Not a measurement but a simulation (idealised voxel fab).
process module | voxel self aligned contacts
cross-section cut | 230 nm wide | cells 5 nm
A cross-section is a grid of square cells, given in bands from the top down. A band is one or more rows of cells.
Each band's line starts with the height of the band's top and of its bottom, in nm. Then come its materials from left to right, each with its width in nm. One material with "throughout" fills the band from edge to edge. "air" is empty space.
Height 0 is the level under which the wafer as received is all one material. The lowest band goes on downwards, as in "0 down".
A width such as "30 to 40" changes by the same amount from each row of cells to the next, from the band's top row to its bottom row.
"no change" after a step means that no cell of the cross-section changed.
closed voids: empty space of 8 cells or more with no open way to the top, each as width x height at its distance from the left edge, in nm
after a step's settings: what the simulator itself notes on the step
overlay nm, on a step with a mask: how far to the right of its planned place the mask lay; to the left if negative
plan
1 op RECEIVE | material Si
2 op OXIDIZE | depth nm 5
3 op DIRECTIONAL_DEP | material polySi | thk nm 30
4 op DIRECTIONAL_DEP | material SiN | thk nm 20
5 op DIRECTIONAL_DEP | material aC | thk nm 10
6 op PATTERN | tone cover | mask id GATE | material resist | width nm 30 | pitch nm 60 | thk nm 25 | overlay nm 0
7 op DIRECTIONAL_ETCH | etch materials aC | depth nm 10
8 op STRIP | etch materials resist
9 op DIRECTIONAL_ETCH | etch materials SiN | depth nm 20
10 op DIRECTIONAL_ETCH | etch materials polySi | depth nm 30
11 op STRIP | etch materials aC
12 op CONFORMAL_DEP | material SiN | thk nm 5
13 op DIRECTIONAL_ETCH | etch materials SiN | depth nm 5
14 op FILL_DEP | material SiO2 | thk nm 15
15 op CMP | height nm 60
16 op MASKED_ETCH | tone open | mask id CONTACT | width nm 40 | pitch nm 60 | etch materials SiO2 | depth nm 65 | overlay nm 0
17 op CONFORMAL_DEP | material TiN | thk nm 5
18 op FILL_DEP | material W | thk nm 10
19 op CMP | height nm 60
20 op CONFORMAL_DEP | material SiN | thk nm 5
first wafer, as planned
as received, after step 1
  0 down: Si throughout
  closed voids: none
after step 2
  0 to -5: SiO2 throughout
  below -5: unchanged
after step 3
  30 to 0: polySi throughout
  below 0: unchanged
after step 4
  50 to 30: SiN throughout
  below 30: unchanged
after step 5
  60 to 50: aC throughout
  below 50: unchanged
after step 6
  85 to 60: air 40 | resist 30 | air 30 | resist 30 | air 30 | resist 30 | air 40
  below 60: unchanged
after step 7
  75 to 60: air 40 | resist 30 | air 30 | resist 30 | air 30 | resist 30 | air 40
  60 to 50: air 40 | aC 30 | air 30 | aC 30 | air 30 | aC 30 | air 40
  below 50: unchanged
after step 8
  60 to 50: air 40 | aC 30 | air 30 | aC 30 | air 30 | aC 30 | air 40
  below 50: unchanged
after step 9
  60 to 50: air 40 | aC 30 | air 30 | aC 30 | air 30 | aC 30 | air 40
  50 to 30: air 40 | SiN 30 | air 30 | SiN 30 | air 30 | SiN 30 | air 40
  below 30: unchanged
after step 10
  60 to 50: air 40 | aC 30 | air 30 | aC 30 | air 30 | aC 30 | air 40
  50 to 30: air 40 | SiN 30 | air 30 | SiN 30 | air 30 | SiN 30 | air 40
  30 to 0: air 40 | polySi 30 | air 30 | polySi 30 | air 30 | polySi 30 | air 40
  below 0: unchanged
after step 11
  50 to 30: air 40 | SiN 30 | air 30 | SiN 30 | air 30 | SiN 30 | air 40
  below 30: unchanged
after step 12
  55 to 30: air 35 | SiN 40 | air 20 | SiN 40 | air 20 | SiN 40 | air 35
  30 to 5: air 35 | SiN 5 | polySi 30 | SiN 5 | air 20 | SiN 5 | polySi 30 | SiN 5 | air 20 | SiN 5 | polySi 30 | SiN 5 | air 35
  5 to 0: SiN 40 | polySi 30 | SiN 30 | polySi 30 | SiN 30 | polySi 30 | SiN 40
  below 0: unchanged
after step 13
  50 to 30: air 35 | SiN 40 | air 20 | SiN 40 | air 20 | SiN 40 | air 35
  30 to 0: air 35 | SiN 5 | polySi 30 | SiN 5 | air 20 | SiN 5 | polySi 30 | SiN 5 | air 20 | SiN 5 | polySi 30 | SiN 5 | air 35
  below 0: unchanged
after step 14
  65 to 50: SiO2 throughout
  50 to 30: SiO2 35 | SiN 40 | SiO2 20 | SiN 40 | SiO2 20 | SiN 40 | SiO2 35
  30 to 0: SiO2 35 | SiN 5 | polySi 30 | SiN 5 | SiO2 20 | SiN 5 | polySi 30 | SiN 5 | SiO2 20 | SiN 5 | polySi 30 | SiN 5 | SiO2 35
  below 0: unchanged
after step 15
  60 to 50: SiO2 throughout
  below 50: unchanged
after step 16
  60 to 50: SiO2 65 | air 40 | SiO2 20 | air 40 | SiO2 65
  50 to 30: SiO2 35 | SiN 40 | air 20 | SiN 40 | air 20 | SiN 40 | SiO2 35
  30 to 0: SiO2 35 | SiN 5 | polySi 30 | SiN 5 | air 20 | SiN 5 | polySi 30 | SiN 5 | air 20 | SiN 5 | polySi 30 | SiN 5 | SiO2 35
  0 to -5: SiO2 75 | air 20 | SiO2 40 | air 20 | SiO2 75
  below -5: unchanged
after step 17
  65 to 60: TiN 70 | air 30 | TiN 30 | air 30 | TiN 70
  60 to 50: SiO2 65 | TiN 5 to 15 | air 30 to 10 | TiN 5 to 15 | SiO2 20 | TiN 5 to 15 | air 30 to 10 | TiN 5 to 15 | SiO2 65
  50 to 30: SiO2 35 | SiN 40 | TiN 5 | air 10 | TiN 5 | SiN 40 | TiN 5 | air 10 | TiN 5 | SiN 40 | SiO2 35
  30 to 0: SiO2 35 | SiN 5 | polySi 30 | SiN 5 | TiN 5 | air 10 | TiN 5 | SiN 5 | polySi 30 | SiN 5 | TiN 5 | air 10 | TiN 5 | SiN 5 | polySi 30 | SiN 5 | SiO2 35
  0 to -5: SiO2 75 | TiN 20 | SiO2 40 | TiN 20 | SiO2 75
  below -5: unchanged
after step 18
  75 to 65: W throughout
  65 to 60: TiN 70 | W 30 | TiN 30 | W 30 | TiN 70
  60 to 50: SiO2 65 | TiN 5 to 15 | W 30 to 10 | TiN 5 to 15 | SiO2 20 | TiN 5 to 15 | W 30 to 10 | TiN 5 to 15 | SiO2 65
  50 to 30: SiO2 35 | SiN 40 | TiN 5 | W 10 | TiN 5 | SiN 40 | TiN 5 | W 10 | TiN 5 | SiN 40 | SiO2 35
  30 to 0: SiO2 35 | SiN 5 | polySi 30 | SiN 5 | TiN 5 | W 10 | TiN 5 | SiN 5 | polySi 30 | SiN 5 | TiN 5 | W 10 | TiN 5 | SiN 5 | polySi 30 | SiN 5 | SiO2 35
  below 0: unchanged
after step 19
  60 to 50: SiO2 65 | TiN 5 to 15 | W 30 to 10 | TiN 5 to 15 | SiO2 20 | TiN 5 to 15 | W 30 to 10 | TiN 5 to 15 | SiO2 65
  below 50: unchanged
after step 20
  65 to 60: SiN throughout
  below 60: unchanged
second wafer: like start, like plan, one mistake. Through step 13 it matches the first wafer
when step 14 should have ended
  65 to 50: TiN throughout
  50 to 30: TiN 35 | SiN 40 | TiN 20 | SiN 40 | TiN 20 | SiN 40 | TiN 35
  30 to 0: TiN 35 | SiN 5 | polySi 30 | SiN 5 | TiN 20 | SiN 5 | polySi 30 | SiN 5 | TiN 20 | SiN 5 | polySi 30 | SiN 5 | TiN 35
  below 0: unchanged
when step 15 should have ended
  60 to 50: TiN throughout
  below 50: unchanged
when step 16 should have ended: no change
when step 17 should have ended
  65 to 50: TiN throughout
  below 50: unchanged
when step 18 should have ended
  75 to 65: W throughout
  below 65: unchanged
when step 19 should have ended
  60 to 50: TiN throughout
  below 50: unchanged
when step 20 should have ended
  65 to 60: SiN throughout
  below 60: unchanged
what went wrong: step 14 ran as: op FILL_DEP | material TiN | thk nm 15
at the end the second wafer has, in cells: 192 fewer of SiO2 | 248 more of TiN | 56 fewer of W
